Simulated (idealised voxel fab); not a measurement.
process module | voxel quadruple lines
cross-section cut | 190 nm wide | cells 5 nm
A cross-section is a grid of square cells, given in bands from the top down. A band is one or more rows of cells.
Each band's line starts with the height of the band's top and of its bottom, in nm. Then come its materials from left to right, each with its width in nm. One material with "throughout" fills the band from edge to edge. "air" is empty space.
Height 0 is the level under which the wafer as received is all one material. The lowest band goes on downwards, as in "0 down".
A width such as "30 to 40" changes by the same amount from each row of cells to the next, from the band's top row to its bottom row.
"no change" after a step means that no cell of the cross-section changed.
closed voids: empty space of 8 cells or more with no open way to the top, each as width x height at its distance from the left edge, in nm
after a step's settings: what the simulator itself notes on the step
overlay nm, on a step with a mask: how far to the right of its planned place the mask lay; to the left if negative
plan
1 op RECEIVE | material Si
2 op CONFORMAL_DEP | material SiO2 | thk nm 5
3 op DIRECTIONAL_DEP | material W | thk nm 15
4 op DIRECTIONAL_DEP | material polySi | thk nm 15
5 op DIRECTIONAL_DEP | material aC | thk nm 25
6 op PATTERN | tone cover | mask id MANDREL | material resist | width nm 20 | pitch nm 60 | thk nm 30 | overlay nm 0
7 op DIRECTIONAL_ETCH | etch materials aC | depth nm 25
8 op STRIP | etch materials resist
9 op CONFORMAL_DEP | material SiO2 | thk nm 10
10 op DIRECTIONAL_ETCH | etch materials SiO2 | depth nm 10
11 op STRIP | etch materials aC
12 op DIRECTIONAL_ETCH | etch materials polySi | depth nm 15
13 op STRIP | etch materials SiO2
14 op CONFORMAL_DEP | material SiCN | thk nm 5
15 op DIRECTIONAL_ETCH | etch materials SiCN | depth nm 5
16 op STRIP | etch materials polySi
17 op DIRECTIONAL_ETCH | etch materials W | depth nm 15
18 op STRIP | etch materials SiCN
varied across the wafers: thk nm of step 2. The plan shows the first wafer's value. All wafers start alike
first wafer as received, after step 1
  0 down: Si throughout
  closed voids: none
first wafer at the end, after step 18
  20 to 5: air 40 | W 5 | air 10 | W 5 | air 10 | W 5 | air 10 | W 5 | air 10 | W 5 | air 10 | W 5 | air 10 | W 5 | air 10 | W 5 | air 40
  5 to 0: SiO2 throughout
  0 down: Si throughout
  closed voids: none
last wafer at the end
  40 to 25: air 40 | W 5 | air 10 | W 5 | air 10 | W 5 | air 10 | W 5 | air 10 | W 5 | air 10 | W 5 | air 10 | W 5 | air 10 | W 5 | air 40
  25 to 0: SiO2 throughout
  0 down: Si throughout
  closed voids: none
each wafer at the end: cells of each material gained (+) or lost (-) since it was received, then its closed voids
thk nm 5 | +38 SiO2 | +24 W | closed voids: none
thk nm 10 | +76 SiO2 | +24 W | closed voids: none
thk nm 15 | +114 SiO2 | +24 W | closed voids: none
thk nm 20 | +152 SiO2 | +24 W | closed voids: none
thk nm 25 | +190 SiO2 | +24 W | closed voids: none
